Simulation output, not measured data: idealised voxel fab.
Process module, titled voxel spacer lines
The width of the displayed cross-section, cut, is 190 nm; its cells are square, with a size of 5 nm.
Format of a cross-section: grid, square cells. Given as bands. Order: top down. Band: one or more rows of cells. Heights first: top, then bottom, in nm. Then materials, left to right, each with a width in nm. "full width" on a single material: fills the band edge to edge. "empty": empty space. Ref level 0: as-received wafer is one material below here. Bottom band extends down with no lower bound ("0 nm and below"). Graded width ("30 to 40"): value in top row of band = first number; value in bottom row = second number; row-to-row change constant. The cross-section has no changed cell in any step marked "everything unchanged". "Voids, enclosed" means: voids of 8 cells or more that are shut off from the top with no open way through. Written width x height at distance, distance from the left edge, in nm. Where a step's line continues beyond its settings, the continuation is a remark by the simulator itself on that step. "overlay nm" on a masked step: distance the mask lay right of its planned place, negative for left.

[List of planned process steps]
step 1: op RECEIVE | material Si
step 2: op CONFORMAL_DEP | material Al2O3 | thk nm 10
step 3: op DIRECTIONAL_DEP | material polySi | thk nm 10
step 4: op DIRECTIONAL_DEP | material aC | thk nm 20
step 5: op PATTERN | tone cover | mask id MANDREL | material resist | width nm 20 | pitch nm 70 | thk nm 25 | overlay nm 0
step 6: op DIRECTIONAL_ETCH | etch materials aC | depth nm 20
step 7: op STRIP | etch materials resist
step 8: op CONFORMAL_DEP | material SiO2 | thk nm 15
step 9: op DIRECTIONAL_ETCH | etch materials SiO2 | depth nm 15
step 10: op STRIP | etch materials aC
step 11: op DIRECTIONAL_ETCH | etch materials polySi | depth nm 10
step 12: op STRIP | etch materials SiO2
step 13: op FILL_DEP | material lowk | thk nm 10
step 14: op CMP | height nm 20

[The cross-section here shows the wafer as received, i.e. in its state after step 1]
> 0 nm and below  Si full width
> Voids, enclosed: none

[Final cross-section, module run with one mistake (start and plan as above)]
> 20 nm to 10 nm  lowk full width
> 10 nm to 0 nm  polySi 15 nm; lowk 20 nm; polySi 15 nm; lowk 20 nm; polySi 15 nm; lowk 20 nm; polySi 15 nm; lowk 20 nm; polySi 15 nm; lowk 20 nm; polySi 15 nm
> 0 nm and below  Si full width
> Voids, enclosed: none
What was the processing mistake? step 2 from the plan never happened, it was just skipped
